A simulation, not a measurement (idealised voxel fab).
process module | voxel gate over fins
Cross-section cut spans 220 nm and uses square cells 5 nm in size.
Bands, listed from the top down, are how a cross-section gets written in this document; the cross-section itself is a grid of square cells, and a band is one or more rows of them. It is stipulated that each band's entry specify, in nanometres, the height of the top of the band and then that of its bottom, followed by the materials of the band in left-to-right sequence, each together with its width in nanometres. A single material marked by the word "throughout" is understood to fill the band from edge to edge; the word "blank" is understood to denote empty space. The reference from which all heights are counted is 0, the level beneath which the as-received wafer is entirely one material; the lowest band, having no lower bound, proceeds downward and is written after the example "0 and below". A width given as "30..40" starts at the first number in the band's top row and ends at the second number in its bottom row, shifting by an equal amount at every step from row to row. Take "nothing changed" at face value: in the step it is given for, the cross-section changed in none of its cells. Listed in "Tabulated closed voids": every empty space of 8 or more cells without an open way to the top. Form: width x height at distance, the distance being from the left edge, all in nm. Text after the settings on a step's line: the simulator's own remark on that step. overlay nm: right-of-plan distance of the mask on a masked step; negative values mean left-of-plan.

PLANNED STEP LIST FOR THE PROCESS
1 RECEIVE,material Si
2 CONFORMAL_DEP,material SiN,thk nm 10
3 DIRECTIONAL_DEP,material aC,thk nm 15
4 PATTERN,tone cover,mask id FINS,material resist,width nm 15,pitch nm 45,thk nm 30,overlay nm -15
5 DIRECTIONAL_ETCH,etch materials aC,depth nm 15
6 STRIP,etch materials resist
7 DIRECTIONAL_ETCH,etch materials SiN,depth nm 10
8 DIRECTIONAL_ETCH,etch materials Si,depth nm 30
9 STRIP,etch materials aC
10 FILL_DEP,material SiO2,thk nm 5
11 CMP,height nm 10
12 SELECTIVE_ETCH,etch materials SiO2,depth nm 20
13 STRIP,etch materials SiN
14 CONFORMAL_DEP,material HfO2,thk nm 5
15 CONFORMAL_DEP,material TiN,thk nm 5
16 FILL_DEP,material W,thk nm 10
17 CMP,height nm 15
18 CONFORMAL_DEP,material SiCN,thk nm 10
Every wafer here starts from the same state; it is the step 4 overlay nm that distinguishes them, and the value the plan gives belongs to the first wafer.

HERE'S THE FIRST OF THE WAFERS IN CROSS-SECTION, JUST AS WE GOT IT, I.E. AFTER STEP 1
    0 and below  Si throughout
    Tabulated closed voids: none

TAKE ANY ROW AND YOU HAVE A WAFER AT THE END OF THE MODULE: HOW MANY CELLS OF EACH MATERIAL IT HAS GAINED (+) OR LOST (-) SINCE IT WAS RECEIVED, AND THEN ITS CLOSED VOIDS
overlay nm -15 | +56 HfO2 | -210 Si | +88 SiCN | +140 SiO2 | +56 TiN | +90 W | Tabulated closed voids: none
overlay nm -10 | +56 HfO2 | -210 Si | +88 SiCN | +140 SiO2 | +56 TiN | +90 W | Tabulated closed voids: none
overlay nm -5 | +56 HfO2 | -210 Si | +88 SiCN | +140 SiO2 | +56 TiN | +90 W | Tabulated closed voids: none
overlay nm 0 | +56 HfO2 | -210 Si | +88 SiCN | +140 SiO2 | +56 TiN | +90 W | Tabulated closed voids: none
overlay nm 5 | +56 HfO2 | -210 Si | +88 SiCN | +140 SiO2 | +56 TiN | +90 W | Tabulated closed voids: none
overlay nm 10 | +56 HfO2 | -210 Si | +88 SiCN | +140 SiO2 | +56 TiN | +90 W | Tabulated closed voids: none
overlay nm 15 | +56 HfO2 | -210 Si | +88 SiCN | +140 SiO2 | +56 TiN | +90 W | Tabulated closed voids: none
